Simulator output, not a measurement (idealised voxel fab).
Presented below is a process module, voxel self aligned contacts.
The cross-section shown here is cut; it is 300 nm wide and divided into square cells measuring 5 nm on a side.
Heads up, the way a cross-section reads in here is a grid of square cells, handed over as bands from the top down, with every band being one or more rows of cells. Basically the band line says how high the top is and how high the bottom is, in nm, and then what's in it from left to right, every material with its width in nm. Empty space shows up as "empty", and if a single material carries "everywhere" it runs the full band edge to edge. We count height from 0. Below that, the starting wafer is all one material. The lowest band never ends at the bottom but goes on down; see "0 nm and below" for how that is written. The notation "30->40" denotes a width that varies across the rows of cells in the band, beginning at the first number in the top row, finishing at the second number in the bottom row, and changing by an identical amount from each row to the next. Any step labelled "no modification" changed none of the cells in the cross-section. Entry "Trapped voids" = empty spaces >= 8 cells with no open way to the top; each as width x height at distance, distance from left edge, all nm. What comes after the settings on a step's line is commentary from the simulator itself on that step. For masked steps, "overlay nm" on the step line gives how far right of plan the mask actually lay; a minus sign means it lay to the left.
Steps in the process plan:
1: RECEIVE: material Si
2: OXIDIZE: depth nm 5
3: DIRECTIONAL_DEP: material polySi, thk nm 20
4: DIRECTIONAL_DEP: material SiN, thk nm 15
5: PATTERN: tone cover, mask id GATE, material resist, width nm 35, pitch nm 60, thk nm 20, overlay nm -15
6: DIRECTIONAL_ETCH: etch materials SiN, depth nm 15
7: DIRECTIONAL_ETCH: etch materials polySi, depth nm 20
8: STRIP: etch materials resist
9: CONFORMAL_DEP: material SiN, thk nm 5
10: DIRECTIONAL_ETCH: etch materials SiN, depth nm 5
11: FILL_DEP: material SiO2, thk nm 15
12: CMP: height nm 45
13: PATTERN: tone open, mask id CONTACT, material resist, width nm 35, thk nm 15, overlay nm 0
14: DIRECTIONAL_ETCH: etch materials SiO2, depth nm 50
15: STRIP: etch materials resist
16: CONFORMAL_DEP: material TiN, thk nm 5
17: FILL_DEP: material Ru, thk nm 10
18: CMP: height nm 45
19: CONFORMAL_DEP: material SiN, thk nm 5
The plan shows the overlay nm of step 5 as the first wafer had it; this setting differs between the wafers, which start out alike.
Cross-sectional view of the first of several wafers in the as-received condition, corresponding to the state following step 1:
	0 nm and below  Si everywhere
	Trapped voids: none
Once step 19, the last step, is complete, the module is at its end; this is the cross-section of the first of several wafers:
	50 nm to 45 nm  SiN everywhere
	45 nm to 40 nm  130 of SiO2 / 5 of TiN / 25 of Ru / 5 of TiN / 135 of SiO2
	40 nm to 35 nm  130 of SiO2 / 35 of TiN / 135 of SiO2
	35 nm to 20 nm  80 of SiO2 / 45 of SiN / 5 of SiO2 / 10 of TiN / 45 of SiN / 115 of SiO2
	20 nm to 0 nm  80 of SiO2 / 5 of SiN / 35 of polySi / 5 of SiN / 5 of SiO2 / 10 of TiN / 5 of SiN / 35 of polySi / 5 of SiN / 115 of SiO2
	0 nm to -5 nm  130 of SiO2 / 10 of TiN / 160 of SiO2
	-5 nm and below  Si everywhere
	Trapped voids: none
Cross-sectional depiction of the last of several wafers upon completion of the module:
	50 nm to 45 nm  SiN everywhere
	45 nm to 40 nm  130 of SiO2 / 5 of TiN / 25 of Ru / 5 of TiN / 135 of SiO2
	40 nm to 35 nm  130 of SiO2 / 35 of TiN / 135 of SiO2
	35 nm to 20 nm  110 of SiO2 / 45 of SiN / 10 of TiN / 5 of SiO2 / 45 of SiN / 85 of SiO2
	20 nm to 0 nm  110 of SiO2 / 5 of SiN / 35 of polySi / 5 of SiN / 10 of TiN / 5 of SiO2 / 5 of SiN / 35 of polySi / 5 of SiN / 85 of SiO2
	0 nm to -5 nm  155 of SiO2 / 10 of TiN / 135 of SiO2
	-5 nm and below  Si everywhere
	Trapped voids: none
The rows of the table below are wafers. Looking at the end of the module, a row counts, for every material, the cells the wafer has gained, shown as (+), or lost, shown as (-), since it was received; its closed voids come next:
overlay nm -15; +5 Ru; -60 Si; +130 SiN; +444 SiO2; +25 TiN; +56 polySi; Trapped voids: none
overlay nm -10; +13 Ru; -60 Si; +130 SiN; +436 SiO2; +25 TiN; +56 polySi; Trapped voids: none
overlay nm -5; +13 Ru; -60 Si; +130 SiN; +436 SiO2; +25 TiN; +56 polySi; Trapped voids: none
overlay nm 0; +13 Ru; -60 Si; +130 SiN; +436 SiO2; +25 TiN; +56 polySi; Trapped voids: none
overlay nm 5; +13 Ru; -60 Si; +130 SiN; +436 SiO2; +25 TiN; +56 polySi; Trapped voids: none
overlay nm 10; +13 Ru; -60 Si; +130 SiN; +436 SiO2; +25 TiN; +56 polySi; Trapped voids: none
overlay nm 15; +5 Ru; -60 Si; +130 SiN; +444 SiO2; +25 TiN; +56 polySi; Trapped voids: none
